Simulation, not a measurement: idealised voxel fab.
Process module, titled voxel plated lines
Section shown: cut. Width: 190 nm. Cell size: 5 nm, square.
This document writes a cross-section as a grid whose cells are square, and gives it as bands, listed from the top down; one or more rows of cells form a band.
This entry defines a band. It first specifies the height of the band's top and the height of its bottom in nm, and then specifies the band's materials from left to right, stating each material with its width in nm. The word "everywhere" identifies a single material that fills the band from edge to edge, while the word "air" identifies empty space.
Convention: height 0 is the level below which the wafer, as received, is all one material. The lowest band does not terminate at the bottom but continues downward, represented as "from 0 down".
Note: "30..40" means the width goes from the first number (top row of the band) to the second number (bottom row) in equal steps per row of cells.
You'll sometimes find "same as before" written for a step, and that's the way of saying that nowhere in the cross-section did a cell change during that step.
"Closed void list" enumerates empty spaces isolated from the top, with no open way to it, that contain at least 8 cells, giving each as width x height at distance from the left edge, all three in nm.
Note: text after step settings on the step line = simulator remark on that step.
When a step includes a mask, the "overlay nm" setting on its line states how far to the right of its planned place that mask lay, and negative values state how far to the left.
## Set out below are the planned steps of the process
| 1 | RECEIVE (material Si) |
| 2 | CONFORMAL_DEP (material Al2O3; thk nm 5) |
| 3 | DIRECTIONAL_DEP (material TiN; thk nm 5) |
| 4 | PATTERN (tone open; mask id LINES; material resist; width nm 20; pitch nm 35; thk nm 15; overlay nm 0) |
| 5 | EPI (material Ru; thk nm 5) |
| 6 | STRIP (etch materials resist) |
| 7 | DIRECTIONAL_ETCH (etch materials TiN; depth nm 5) |
| 8 | CONFORMAL_DEP (material SiN; thk nm 10) |
## Received-state cross-section, reflecting completion of step 1
from 0 down: Si everywhere
Closed void list: none
## Look at the cross-section after the module: the wafer started out the way shown above and the plan was the one shown above, yet one mistake was made along the way
from 25 to 15: air 15 | SiN 145 | air 30
from 15 to 10: SiN 25 | Ru 20 | SiN 15 | Ru 20 | SiN 15 | Ru 20 | SiN 15 | Ru 20 | SiN 40
from 10 to 5: SiN 25 | TiN 20 | SiN 15 | TiN 20 | SiN 15 | TiN 20 | SiN 15 | TiN 20 | SiN 40
from 5 to 0: Al2O3 everywhere
from 0 down: Si everywhere
Closed void list: none
Against the plan, the run slipped here: it should be noted that step 4 was executed with settings other than those planned, the operation and settings actually applied being PATTERN (tone open; mask id LINES; material resist; width nm 20; pitch nm 35; thk nm 15; overlay nm -5)
